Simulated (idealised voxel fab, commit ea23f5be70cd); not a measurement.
The following is a process module called voxel ribs on slabs.
The width of the displayed cross-section, cut, is 155 nm; its cells are square, with a size of 5 nm.
Just so we're on the same page, the cross-sections are grids of square cells, and they're listed out in bands top to bottom, each band one or more rows deep. What a band's entry tells you: where the top is and where the bottom is, as heights in nm, and after that what lies inside, material by material from left to right, each with its width in nm. Empty space is written as the word "empty", and a single material marked with the word "edge to edge" occupies the band from edge to edge. Heads up on the height convention: 0 is the point under which the incoming wafer is all one material, and the lowest band has no bottom, it just keeps going down, like "from 0 down". When a width is written as two numbers, as in "30..40", the first number is the width in the top row of cells of the band and the second is the width in its bottom row, and the width changes by the same amount from each row to the next. Given "changes: none" for a step, no cell of the cross-section differs between before and after that step. Closed-off voids of 8+ cells (no open route to the top) go in "Closed void roster", written width x height at distance from the left edge, in nm. Where a step's line continues beyond its settings, the continuation is a remark by the simulator itself on that step. "overlay nm" on a masked step: distance the mask lay right of its planned place, negative for left.

-- Listed below are the process steps as planned
1: op RECEIVE | material Si
2: op DIRECTIONAL_DEP | material SiO2 | thk nm 20
3: op DIRECTIONAL_DEP | material polySi | thk nm 20
4: op PATTERN | tone cover | mask id RIB | material resist | width nm 20 | thk nm 20 | overlay nm 0
5: op DIRECTIONAL_ETCH | etch materials polySi | depth nm 15
6: op STRIP | etch materials resist
7: op PATTERN | tone cover | mask id SLAB | material resist | width nm 60 | thk nm 20 | overlay nm 0
8: op DIRECTIONAL_ETCH | etch materials polySi | depth nm 5
9: op STRIP | etch materials resist
10: op FILL_DEP | material SiO2 | thk nm 25
11: op CMP | height nm 60
12: op DIRECTIONAL_DEP | material W | thk nm 5
13: op PATTERN | tone cover | mask id HEATER | material resist | width nm 30 | thk nm 15 | overlay nm 0
14: op DIRECTIONAL_ETCH | etch materials W | depth nm 5
15: op STRIP | etch materials resist
16: op CONFORMAL_DEP | material SiO2 | thk nm 5

-- Run as planned: first of two wafers

-- Shown in cross-section is the wafer as received, that is, as it stands after step 1
    from 0 down | Si edge to edge
    Closed void roster: none

-- Step 2 complete: cross-section through the wafer
    from 20 to 0 | SiO2 edge to edge
    Heights below 0 show no change.

-- Step 3 complete: cross-section through the wafer
    from 40 to 20 | polySi edge to edge
    Heights below 20 show no change.

-- Step 4 complete: cross-section through the wafer
    from 60 to 40 | empty 65 / resist 20 / empty 70
    Heights below 40 show no change.

-- Step 5 complete: cross-section through the wafer
    from 60 to 40 | empty 65 / resist 20 / empty 70
    from 40 to 25 | empty 65 / polySi 20 / empty 70
    Heights below 25 show no change.

-- Step 6 complete: cross-section through the wafer
    from 40 to 25 | empty 65 / polySi 20 / empty 70
    Heights below 25 show no change.

-- Step 7 complete: cross-section through the wafer
    from 60 to 40 | empty 45 / resist 60 / empty 50
    from 40 to 25 | empty 45 / resist 20 / polySi 20 / resist 20 / empty 50
    Heights below 25 show no change.

-- Step 8 complete: cross-section through the wafer
    from 60 to 40 | empty 45 / resist 60 / empty 50
    from 40 to 25 | empty 45 / resist 20 / polySi 20 / resist 20 / empty 50
    from 25 to 20 | empty 45 / polySi 60 / empty 50
    Heights below 20 show no change.

-- Step 9 complete: cross-section through the wafer
    from 40 to 25 | empty 65 / polySi 20 / empty 70
    Heights below 25 show no change.

-- Step 10 complete: cross-section through the wafer
    from 65 to 40 | SiO2 edge to edge
    from 40 to 25 | SiO2 65 / polySi 20 / SiO2 70
    from 25 to 20 | SiO2 45 / polySi 60 / SiO2 50
    Heights below 20 show no change.

-- Step 11 complete: cross-section through the wafer
    from 60 to 40 | SiO2 edge to edge
    Heights below 40 show no change.

-- Step 12 complete: cross-section through the wafer
    from 65 to 60 | W edge to edge
    Heights below 60 show no change.

-- Step 13 complete: cross-section through the wafer
    from 80 to 65 | empty 60 / resist 30 / empty 65
    Heights below 65 show no change.

-- Step 14 complete: cross-section through the wafer
    from 80 to 65 | empty 60 / resist 30 / empty 65
    from 65 to 60 | empty 60 / W 30 / empty 65
    Heights below 60 show no change.

-- Step 15 complete: cross-section through the wafer
    from 65 to 60 | empty 60 / W 30 / empty 65
    Heights below 60 show no change.

-- Step 16 complete: cross-section through the wafer
    from 70 to 65 | empty 55 / SiO2 40 / empty 60
    from 65 to 60 | SiO2 60 / W 30 / SiO2 65
    Heights below 60 show no change.

-- It is to be noted that the second wafer proceeded from the same initial state and according to the same plan as the first, although one mistake was committed in its execution; through step 10, inclusive, the two wafers share an identical history

-- Second wafer: cross-section at the scheduled end of step 11
    from 50 to 40 | SiO2 edge to edge
    Heights below 40 show no change.

-- Second wafer: cross-section at the scheduled end of step 12
    from 55 to 50 | W edge to edge
    Heights below 50 show no change.

-- Second wafer: cross-section at the scheduled end of step 13
    from 70 to 55 | empty 60 / resist 30 / empty 65
    Heights below 55 show no change.

-- Second wafer: cross-section at the scheduled end of step 14
    from 70 to 55 | empty 60 / resist 30 / empty 65
    from 55 to 50 | empty 60 / W 30 / empty 65
    Heights below 50 show no change.

-- Second wafer: cross-section at the scheduled end of step 15
    from 55 to 50 | empty 60 / W 30 / empty 65
    Heights below 50 show no change.

-- Second wafer: cross-section at the scheduled end of step 16
    from 60 to 55 | empty 55 / SiO2 40 / empty 60
    from 55 to 50 | SiO2 60 / W 30 / SiO2 65
    Heights below 50 show no change.
Processing error: note that step 11 departed from the planned setting and was carried out as op CMP | height nm 50
Cell-count delta at end, second wafer over first, by material: SiO2: 62 fewer
